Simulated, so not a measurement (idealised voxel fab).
Proc. module: voxel capacitor over wiring
Each square cell in cross-section cut measures 5 nm, and the section as a whole is 145 nm wide.
We lay out every cross-section as a grid of square cells and spell it out in bands from the top down, where one band means one or more rows of cells.
Heads up on the band format: heights come first, top then bottom, in nm. After that it's the materials left to right, each with its width in nm. A single material flagged "all across" fills the whole band edge to edge, and "air" means there's empty space there.
Heights are reckoned from 0. Under this level, the received wafer is all of one material. The bottommost band is open-ended downward, for example "z 0 and below".
The two numbers in a width such as "30..40" mark its ends across the band: the first belongs to the top row of cells, the second to the bottom row, and from each row to the next the width moves by the same amount.
No cell of the cross-section changed in a step that is given as "no modification".
"Unvented cavities": sealed empty spaces, 8 cells or more, no open way to top, listed width x height at distance, with distance from the left edge and width, height and distance in nm.
Anything after a step's settings on that line? It's the simulator's own note about the step.
overlay nm, on a step with a mask: how far to the right of its planned place the mask lay; to the left if negative
[Planned process steps]
1,op RECEIVE | material Si
2,op CONFORMAL_DEP | material SiO2 | thk nm 10
3,op CONFORMAL_DEP | material SiN | thk nm 5
4,op DIRECTIONAL_DEP | material SiO2 | thk nm 15
5,op MASKED_ETCH | tone open | mask id METAL_1 | width nm 20 | pitch nm 85 | etch materials SiO2 | depth nm 15 | overlay nm 0
6,op MASKED_ETCH | tone open | mask id METAL_1 | width nm 20 | pitch nm 85 | etch materials SiN | depth nm 5 | overlay nm 0
7,op CONFORMAL_DEP | material TiN | thk nm 5
8,op FILL_DEP | material W | thk nm 10
9,op CMP | height nm 30
10,op CONFORMAL_DEP | material SiCN | thk nm 5
11,op DIRECTIONAL_DEP | material SiO2 | thk nm 20
12,op DIRECTIONAL_DEP | material aC | thk nm 10
13,op PATTERN | tone open | mask id PLUG_1 | material resist | width nm 15 | thk nm 25 | overlay nm 0
14,op DIRECTIONAL_ETCH | etch materials aC | depth nm 10
15,op STRIP | etch materials resist
16,op DIRECTIONAL_ETCH | etch materials SiO2 | depth nm 20
17,op DIRECTIONAL_ETCH | etch materials SiCN | depth nm 5
18,op STRIP | etch materials aC
19,op EPI | material Ru | thk nm 10
20,op EPI | material Ru | thk nm 10
21,op EPI | material Ru | thk nm 5
22,op DIRECTIONAL_DEP | material TiN | thk nm 5
23,op DIRECTIONAL_DEP | material SiN | thk nm 5
24,op DIRECTIONAL_DEP | material TiN | thk nm 10
25,op MASKED_ETCH | tone cover | mask id UPPER_PLATE | width nm 70 | etch materials TiN | depth nm 10 | overlay nm 0
26,op MASKED_ETCH | tone cover | mask id UPPER_PLATE | width nm 70 | etch materials SiN | depth nm 5 | overlay nm 0
27,op DIRECTIONAL_DEP | material aC | thk nm 15
28,op PATTERN | tone cover | mask id LOWER_PLATE | material resist | width nm 80 | thk nm 35 | overlay nm 0
29,op DIRECTIONAL_ETCH | etch materials aC | depth nm 15
30,op STRIP | etch materials resist
31,op DIRECTIONAL_ETCH | etch materials TiN | depth nm 5
32,op STRIP | etch materials aC
33,op FILL_DEP | material SiO2 | thk nm 15
34,op CMP | height nm 85
35,op MASKED_ETCH | tone open | mask id PLUG_2 | width nm 15 | etch materials SiO2 | depth nm 10 | overlay nm 0
36,op CONFORMAL_DEP | material TiN | thk nm 5
37,op FILL_DEP | material Cu | thk nm 5
38,op CMP | height nm 85
39,op CONFORMAL_DEP | material SiCN | thk nm 5
[First of two wafers - as planned]
[This is the cross-section of the wafer as we received it, i.e. after step 1]
- z 0 and below | Si all across
- Unvented cavities: none
[Cross-section of the wafer after step 2]
- z 10 to 0 | SiO2 all across
- Anything lower than 0 is untouched.
[Cross-section of the wafer after step 3]
- z 15 to 10 | SiN all across
- Anything lower than 10 is untouched.
[Cross-section of the wafer after step 4]
- z 30 to 15 | SiO2 all across
- Anything lower than 15 is untouched.
[Cross-section of the wafer after step 5]
- z 30 to 15 | SiO2 20 nm, air 20 nm, SiO2 65 nm, air 20 nm, SiO2 20 nm
- Anything lower than 15 is untouched.
[Cross-section of the wafer after step 6]
- z 30 to 15 | SiO2 20 nm, air 20 nm, SiO2 65 nm, air 20 nm, SiO2 20 nm
- z 15 to 10 | SiN 20 nm, air 20 nm, SiN 65 nm, air 20 nm, SiN 20 nm
- Anything lower than 10 is untouched.
[Cross-section of the wafer after step 7]
- z 35 to 30 | TiN 25 nm, air 10 nm, TiN 75 nm, air 10 nm, TiN 25 nm
- z 30 to 15 | SiO2 20 nm, TiN 5 nm, air 10 nm, TiN 5 nm, SiO2 65 nm, TiN 5 nm, air 10 nm, TiN 5 nm, SiO2 20 nm
- z 15 to 10 | SiN 20 nm, TiN 20 nm, SiN 65 nm, TiN 20 nm, SiN 20 nm
- Anything lower than 10 is untouched.
[Cross-section of the wafer after step 8]
- z 45 to 35 | W all across
- z 35 to 30 | TiN 25 nm, W 10 nm, TiN 75 nm, W 10 nm, TiN 25 nm
- z 30 to 15 | SiO2 20 nm, TiN 5 nm, W 10 nm, TiN 5 nm, SiO2 65 nm, TiN 5 nm, W 10 nm, TiN 5 nm, SiO2 20 nm
- Anything lower than 15 is untouched.
[Cross-section of the wafer after step 9]
- z 30 to 15 | SiO2 20 nm, TiN 5 nm, W 10 nm, TiN 5 nm, SiO2 65 nm, TiN 5 nm, W 10 nm, TiN 5 nm, SiO2 20 nm
- Anything lower than 15 is untouched.
[Cross-section of the wafer after step 10]
- z 35 to 30 | SiCN all across
- Anything lower than 30 is untouched.
[Cross-section of the wafer after step 11]
- z 55 to 35 | SiO2 all across
- Anything lower than 35 is untouched.
[Cross-section of the wafer after step 12]
- z 65 to 55 | aC all across
- Anything lower than 55 is untouched.
[Cross-section of the wafer after step 13]
- z 90 to 65 | resist 25 nm, air 15 nm, resist 105 nm
- Anything lower than 65 is untouched.
[Cross-section of the wafer after step 14]
- z 80 to 65 | resist 25 nm, air 15 nm, resist 105 nm
- z 65 to 55 | aC 25 nm, air 15 nm, aC 105 nm
- Anything lower than 55 is untouched.
[Cross-section of the wafer after step 15]
- z 65 to 55 | aC 25 nm, air 15 nm, aC 105 nm
- Anything lower than 55 is untouched.
[Cross-section of the wafer after step 16]
- z 65 to 55 | aC 25 nm, air 15 nm, aC 105 nm
- z 55 to 35 | SiO2 25 nm, air 15 nm, SiO2 105 nm
- Anything lower than 35 is untouched.
[Cross-section of the wafer after step 17]
- z 65 to 55 | aC 25 nm, air 15 nm, aC 105 nm
- z 55 to 35 | SiO2 25 nm, air 15 nm, SiO2 105 nm
- z 35 to 30 | SiCN 25 nm, air 15 nm, SiCN 105 nm
- Anything lower than 30 is untouched.
[Cross-section of the wafer after step 18]
- z 55 to 35 | SiO2 25 nm, air 15 nm, SiO2 105 nm
- Anything lower than 35 is untouched.
[Cross-section of the wafer after step 19]
- z 55 to 40 | SiO2 25 nm, air 15 nm, SiO2 105 nm
- z 40 to 35 | SiO2 25 nm, Ru 15 nm, SiO2 105 nm
- z 35 to 30 | SiCN 25 nm, Ru 15 nm, SiCN 105 nm
- Anything lower than 30 is untouched.
[Cross-section of the wafer after step 20]
- z 55 to 50 | SiO2 25 nm, air 15 nm, SiO2 105 nm
- z 50 to 35 | SiO2 25 nm, Ru 15 nm, SiO2 105 nm
- Anything lower than 35 is untouched.
[Cross-section of the wafer after step 21]
- z 55 to 35 | SiO2 25 nm, Ru 15 nm, SiO2 105 nm
- Anything lower than 35 is untouched.
[Cross-section of the wafer after step 22]
- z 60 to 55 | TiN all across
- Anything lower than 55 is untouched.
[Cross-section of the wafer after step 23]
- z 65 to 60 | SiN all across
- Anything lower than 60 is untouched.
[Cross-section of the wafer after step 24]
- z 75 to 65 | TiN all across
- Anything lower than 65 is untouched.
[Cross-section of the wafer after step 25]
- z 75 to 65 | air 25 nm, TiN 70 nm, air 50 nm
- Anything lower than 65 is untouched.
[Cross-section of the wafer after step 26]
- z 75 to 65 | air 25 nm, TiN 70 nm, air 50 nm
- z 65 to 60 | air 25 nm, SiN 70 nm, air 50 nm
- Anything lower than 60 is untouched.
[Cross-section of the wafer after step 27]
- z 90 to 75 | air 25 nm, aC 70 nm, air 50 nm
- z 75 to 65 | aC 25 nm, TiN 70 nm, aC 50 nm
- z 65 to 60 | aC 25 nm, SiN 70 nm, aC 50 nm
- Anything lower than 60 is untouched.
[Cross-section of the wafer after step 28]
- z 125 to 90 | air 20 nm, resist 80 nm, air 45 nm
- z 90 to 75 | air 20 nm, resist 5 nm, aC 70 nm, resist 5 nm, air 45 nm
- Anything lower than 75 is untouched.
[Cross-section of the wafer after step 29]
- z 110 to 90 | air 20 nm, resist 80 nm, air 45 nm
- z 90 to 75 | air 20 nm, resist 5 nm, aC 70 nm, resist 5 nm, air 45 nm
- z 75 to 65 | air 20 nm, aC 5 nm, TiN 70 nm, aC 5 nm, air 45 nm
- z 65 to 60 | air 20 nm, aC 5 nm, SiN 70 nm, aC 5 nm, air 45 nm
- Anything lower than 60 is untouched.
[Cross-section of the wafer after step 30]
- z 90 to 75 | air 25 nm, aC 70 nm, air 50 nm
- Anything lower than 75 is untouched.
[Cross-section of the wafer after step 31]
- z 90 to 75 | air 25 nm, aC 70 nm, air 50 nm
- z 75 to 65 | air 20 nm, aC 5 nm, TiN 70 nm, aC 5 nm, air 45 nm
- z 65 to 60 | air 20 nm, aC 5 nm, SiN 70 nm, aC 5 nm, air 45 nm
- z 60 to 55 | air 20 nm, TiN 80 nm, air 45 nm
- Anything lower than 55 is untouched.
[Cross-section of the wafer after step 32]
- z 75 to 65 | air 25 nm, TiN 70 nm, air 50 nm
- z 65 to 60 | air 25 nm, SiN 70 nm, air 50 nm
- Anything lower than 60 is untouched.
[Cross-section of the wafer after step 33]
- z 90 to 75 | SiO2 all across
- z 75 to 65 | SiO2 25 nm, TiN 70 nm, SiO2 50 nm
- z 65 to 60 | SiO2 25 nm, SiN 70 nm, SiO2 50 nm
- z 60 to 55 | SiO2 20 nm, TiN 80 nm, SiO2 45 nm
- Anything lower than 55 is untouched.
[Cross-section of the wafer after step 34]
- z 85 to 75 | SiO2 all across
- Anything lower than 75 is untouched.
[Cross-section of the wafer after step 35]
- z 85 to 75 | SiO2 35 nm, air 15 nm, SiO2 95 nm
- Anything lower than 75 is untouched.
[Cross-section of the wafer after step 36]
- z 90 to 85 | TiN 40 nm, air 5 nm, TiN 100 nm
- z 85 to 80 | SiO2 35 nm, TiN 5 nm, air 5 nm, TiN 5 nm, SiO2 95 nm
- z 80 to 75 | SiO2 35 nm, TiN 15 nm, SiO2 95 nm
- Anything lower than 75 is untouched.
[Cross-section of the wafer after step 37]
- z 95 to 90 | Cu all across
- z 90 to 85 | TiN 40 nm, Cu 5 nm, TiN 100 nm
- z 85 to 80 | SiO2 35 nm, TiN 5 nm, Cu 5 nm, TiN 5 nm, SiO2 95 nm
- Anything lower than 80 is untouched.
[Cross-section of the wafer after step 38]
- z 85 to 80 | SiO2 35 nm, TiN 5 nm, Cu 5 nm, TiN 5 nm, SiO2 95 nm
- Anything lower than 80 is untouched.
[Cross-section of the wafer after step 39]
- z 90 to 85 | SiCN all across
- Anything lower than 85 is untouched.
[Wafer two: like wafer one in start and plan, but with one mistake in execution; identical up to and including step 4]
[Cross-section of the second wafer at the time by which step 5 should have been completed according to the plan]
- z 30 to 15 | SiO2 15 nm, air 30 nm, SiO2 55 nm, air 30 nm, SiO2 15 nm
- Anything lower than 15 is untouched.
[Cross-section of the second wafer at the time by which step 6 should have been completed according to the plan]
- z 30 to 15 | SiO2 15 nm, air 30 nm, SiO2 55 nm, air 30 nm, SiO2 15 nm
- z 15 to 10 | SiN 20 nm, air 20 nm, SiN 65 nm, air 20 nm, SiN 20 nm
- Anything lower than 10 is untouched.
[Cross-section of the second wafer at the time by which step 7 should have been completed according to the plan]
- z 35 to 30 | TiN 20 nm, air 20 nm, TiN 65 nm, air 20 nm, TiN 20 nm
- z 30 to 20 | SiO2 15 nm, TiN 5 nm, air 20 nm, TiN 5 nm, SiO2 55 nm, TiN 5 nm, air 20 nm, TiN 5 nm, SiO2 15 nm
- z 20 to 15 | SiO2 15 nm, TiN 10 nm, air 10 nm, TiN 10 nm, SiO2 55 nm, TiN 10 nm, air 10 nm, TiN 10 nm, SiO2 15 nm
- z 15 to 10 | SiN 20 nm, TiN 20 nm, SiN 65 nm, TiN 20 nm, SiN 20 nm
- Anything lower than 10 is untouched.
[Cross-section of the second wafer at the time by which step 8 should have been completed according to the plan]
- z 45 to 35 | W all across
- z 35 to 30 | TiN 20 nm, W 20 nm, TiN 65 nm, W 20 nm, TiN 20 nm
- z 30 to 20 | SiO2 15 nm, TiN 5 nm, W 20 nm, TiN 5 nm, SiO2 55 nm, TiN 5 nm, W 20 nm, TiN 5 nm, SiO2 15 nm
- z 20 to 15 | SiO2 15 nm, TiN 10 nm, W 10 nm, TiN 10 nm, SiO2 55 nm, TiN 10 nm, W 10 nm, TiN 10 nm, SiO2 15 nm
- Anything lower than 15 is untouched.
[Cross-section of the second wafer at the time by which step 9 should have been completed according to the plan]
- z 30 to 20 | SiO2 15 nm, TiN 5 nm, W 20 nm, TiN 5 nm, SiO2 55 nm, TiN 5 nm, W 20 nm, TiN 5 nm, SiO2 15 nm
- Anything lower than 20 is untouched.
[Cross-section of the second wafer at the time by which step 10 should have been completed according to the plan]
- z 35 to 30 | SiCN all across
- Anything lower than 30 is untouched.
[Cross-section of the second wafer at the time by which step 11 should have been completed according to the plan]
- z 55 to 35 | SiO2 all across
- Anything lower than 35 is untouched.
[Cross-section of the second wafer at the time by which step 12 should have been completed according to the plan]
- z 65 to 55 | aC all across
- Anything lower than 55 is untouched.
[Cross-section of the second wafer at the time by which step 13 should have been completed according to the plan]
- z 90 to 65 | resist 25 nm, air 15 nm, resist 105 nm
- Anything lower than 65 is untouched.
[Cross-section of the second wafer at the time by which step 14 should have been completed according to the plan]
- z 80 to 65 | resist 25 nm, air 15 nm, resist 105 nm
- z 65 to 55 | aC 25 nm, air 15 nm, aC 105 nm
- Anything lower than 55 is untouched.
[Cross-section of the second wafer at the time by which step 15 should have been completed according to the plan]
- z 65 to 55 | aC 25 nm, air 15 nm, aC 105 nm
- Anything lower than 55 is untouched.
[Cross-section of the second wafer at the time by which step 16 should have been completed according to the plan]
- z 65 to 55 | aC 25 nm, air 15 nm, aC 105 nm
- z 55 to 35 | SiO2 25 nm, air 15 nm, SiO2 105 nm
- Anything lower than 35 is untouched.
[Cross-section of the second wafer at the time by which step 17 should have been completed according to the plan]
- z 65 to 55 | aC 25 nm, air 15 nm, aC 105 nm
- z 55 to 35 | SiO2 25 nm, air 15 nm, SiO2 105 nm
- z 35 to 30 | SiCN 25 nm, air 15 nm, SiCN 105 nm
- Anything lower than 30 is untouched.
[Cross-section of the second wafer at the time by which step 18 should have been completed according to the plan]
- z 55 to 35 | SiO2 25 nm, air 15 nm, SiO2 105 nm
- Anything lower than 35 is untouched.
[Cross-section of the second wafer at the time by which step 19 should have been completed according to the plan]
- z 55 to 40 | SiO2 25 nm, air 15 nm, SiO2 105 nm
- z 40 to 35 | SiO2 25 nm, Ru 15 nm, SiO2 105 nm
- z 35 to 30 | SiCN 25 nm, Ru 15 nm, SiCN 105 nm
- Anything lower than 30 is untouched.
[Cross-section of the second wafer at the time by which step 20 should have been completed according to the plan]
- z 55 to 50 | SiO2 25 nm, air 15 nm, SiO2 105 nm
- z 50 to 35 | SiO2 25 nm, Ru 15 nm, SiO2 105 nm
- Anything lower than 35 is untouched.
[Cross-section of the second wafer at the time by which step 21 should have been completed according to the plan]
- z 55 to 35 | SiO2 25 nm, Ru 15 nm, SiO2 105 nm
- Anything lower than 35 is untouched.
[Cross-section of the second wafer at the time by which step 22 should have been completed according to the plan]
- z 60 to 55 | TiN all across
- Anything lower than 55 is untouched.
[Cross-section of the second wafer at the time by which step 23 should have been completed according to the plan]
- z 65 to 60 | SiN all across
- Anything lower than 60 is untouched.
[Cross-section of the second wafer at the time by which step 24 should have been completed according to the plan]
- z 75 to 65 | TiN all across
- Anything lower than 65 is untouched.
[Cross-section of the second wafer at the time by which step 25 should have been completed according to the plan]
- z 75 to 65 | air 25 nm, TiN 70 nm, air 50 nm
- Anything lower than 65 is untouched.
[Cross-section of the second wafer at the time by which step 26 should have been completed according to the plan]
- z 75 to 65 | air 25 nm, TiN 70 nm, air 50 nm
- z 65 to 60 | air 25 nm, SiN 70 nm, air 50 nm
- Anything lower than 60 is untouched.
[Cross-section of the second wafer at the time by which step 27 should have been completed according to the plan]
- z 90 to 75 | air 25 nm, aC 70 nm, air 50 nm
- z 75 to 65 | aC 25 nm, TiN 70 nm, aC 50 nm
- z 65 to 60 | aC 25 nm, SiN 70 nm, aC 50 nm
- Anything lower than 60 is untouched.
[Cross-section of the second wafer at the time by which step 28 should have been completed according to the plan]
- z 125 to 90 | air 20 nm, resist 80 nm, air 45 nm
- z 90 to 75 | air 20 nm, resist 5 nm, aC 70 nm, resist 5 nm, air 45 nm
- Anything lower than 75 is untouched.
[Cross-section of the second wafer at the time by which step 29 should have been completed according to the plan]
- z 110 to 90 | air 20 nm, resist 80 nm, air 45 nm
- z 90 to 75 | air 20 nm, resist 5 nm, aC 70 nm, resist 5 nm, air 45 nm
- z 75 to 65 | air 20 nm, aC 5 nm, TiN 70 nm, aC 5 nm, air 45 nm
- z 65 to 60 | air 20 nm, aC 5 nm, SiN 70 nm, aC 5 nm, air 45 nm
- Anything lower than 60 is untouched.
[Cross-section of the second wafer at the time by which step 30 should have been completed according to the plan]
- z 90 to 75 | air 25 nm, aC 70 nm, air 50 nm
- Anything lower than 75 is untouched.
[Cross-section of the second wafer at the time by which step 31 should have been completed according to the plan]
- z 90 to 75 | air 25 nm, aC 70 nm, air 50 nm
- z 75 to 65 | air 20 nm, aC 5 nm, TiN 70 nm, aC 5 nm, air 45 nm
- z 65 to 60 | air 20 nm, aC 5 nm, SiN 70 nm, aC 5 nm, air 45 nm
- z 60 to 55 | air 20 nm, TiN 80 nm, air 45 nm
- Anything lower than 55 is untouched.
[Cross-section of the second wafer at the time by which step 32 should have been completed according to the plan]
- z 75 to 65 | air 25 nm, TiN 70 nm, air 50 nm
- z 65 to 60 | air 25 nm, SiN 70 nm, air 50 nm
- Anything lower than 60 is untouched.
[Cross-section of the second wafer at the time by which step 33 should have been completed according to the plan]
- z 90 to 75 | SiO2 all across
- z 75 to 65 | SiO2 25 nm, TiN 70 nm, SiO2 50 nm
- z 65 to 60 | SiO2 25 nm, SiN 70 nm, SiO2 50 nm
- z 60 to 55 | SiO2 20 nm, TiN 80 nm, SiO2 45 nm
- Anything lower than 55 is untouched.
[Cross-section of the second wafer at the time by which step 34 should have been completed according to the plan]
- z 85 to 75 | SiO2 all across
- Anything lower than 75 is untouched.
[Cross-section of the second wafer at the time by which step 35 should have been completed according to the plan]
- z 85 to 75 | SiO2 35 nm, air 15 nm, SiO2 95 nm
- Anything lower than 75 is untouched.
[Cross-section of the second wafer at the time by which step 36 should have been completed according to the plan]
- z 90 to 85 | TiN 40 nm, air 5 nm, TiN 100 nm
- z 85 to 80 | SiO2 35 nm, TiN 5 nm, air 5 nm, TiN 5 nm, SiO2 95 nm
- z 80 to 75 | SiO2 35 nm, TiN 15 nm, SiO2 95 nm
- Anything lower than 75 is untouched.
[Cross-section of the second wafer at the time by which step 37 should have been completed according to the plan]
- z 95 to 90 | Cu all across
- z 90 to 85 | TiN 40 nm, Cu 5 nm, TiN 100 nm
- z 85 to 80 | SiO2 35 nm, TiN 5 nm, Cu 5 nm, TiN 5 nm, SiO2 95 nm
- Anything lower than 80 is untouched.
[Cross-section of the second wafer at the time by which step 38 should have been completed according to the plan]
- z 85 to 80 | SiO2 35 nm, TiN 5 nm, Cu 5 nm, TiN 5 nm, SiO2 95 nm
- Anything lower than 80 is untouched.
[Cross-section of the second wafer at the time by which step 39 should have been completed according to the plan]
- z 90 to 85 | SiCN all across
- Anything lower than 85 is untouched.
Which mistake was made when the wafer was run? so step 5 ended up running with a different setting than we planned, it ran as op MASKED_ETCH | tone open | mask id METAL_1 | width nm 30 | pitch nm 85 | etch materials SiO2 | depth nm 15 | overlay nm 0
Cell-count delta at end, second wafer over first, by material: -12 SiO2, +4 TiN, +8 W
